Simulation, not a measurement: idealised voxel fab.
Name of the process module below: voxel local oxidation
The figure presents cross-section cut, which has a width of 295 nm and is divided into square cells with an edge length of 5 nm.
Cross-section spec: square-cell grid; bands listed top down; each band is one or more rows.
Top height, bottom height, nm. Materials left to right, width each, nm. Single material + "full width" = fills band edge to edge. "air" = empty.
Measure heights from 0. That's the level where, below it, the as-received wafer is all one material. The lowest band is bottomless and extends downward; write it as in "0..down".
You'd read "30 to 40" like this: the band's top row of cells is as wide as the first number, its bottom row is as wide as the second, and going down, every row changes width by the same amount as the row before did.
Step marked "nothing got changed"? Then no cell in the cross-section changed in it.
Reported under the label "Closed-off voids" are the empty spaces having no open way to the top and comprising 8 cells or more; the notation for each is width x height at distance, in which the distance is measured from the left edge and all three values are in nm.
Heads up: the bit after the settings on a step's line is the simulator's remark on that step.
Among the settings permitted on a step's line is "overlay nm"; applied to a step with a mask, it specifies the extent to which the mask lay to the right of its planned position, whereas a negative figure signifies a position to the left.
# The following list gives the planned process steps
1) op RECEIVE | material Si
2) op CONFORMAL_DEP | material SiO2 | thk nm 5
3) op CONFORMAL_DEP | material SiN | thk nm 15
4) op PATTERN | tone cover | mask id ACTIVE | material resist | width nm 120 | thk nm 15 | overlay nm 0
5) op DIRECTIONAL_ETCH | etch materials SiN | depth nm 15
6) op STRIP | etch materials resist
7) op SELECTIVE_ETCH | etch materials SiO2 | depth nm 5
8) op OXIDIZE | depth nm 10
9) op STRIP | etch materials SiN
# Cross-section of the incoming wafer, state after step 1
	0..down  Si full width
	Closed-off voids: none
# The first of two wafers, cross-sectioned at the end of the module, with the run proceeding as planned
	5..0  air: 90 | SiO2: 110 | air: 95
	0..-10  SiO2: 100 | Si: 90 | SiO2: 105
	-10..down  Si full width
	Closed-off voids: none
# Here's the second of our two wafers sectioned at module end. Same start as the first, same plan, but one mistake got made running it
	5..0  air: 85 | SiO2: 120 | air: 90
	0..-10  SiO2: 95 | Si: 100 | SiO2: 100
	-10..down  Si full width
	Closed-off voids: none
Deviation noted in wafer processing: step 4 was not run as planned; what actually ran was op PATTERN | tone cover | mask id ACTIVE | material resist | width nm 130 | thk nm 15 | overlay nm 0
Final wafer comparison in cells, second versus first, more or fewer per material: +4 Si | -2 SiO2
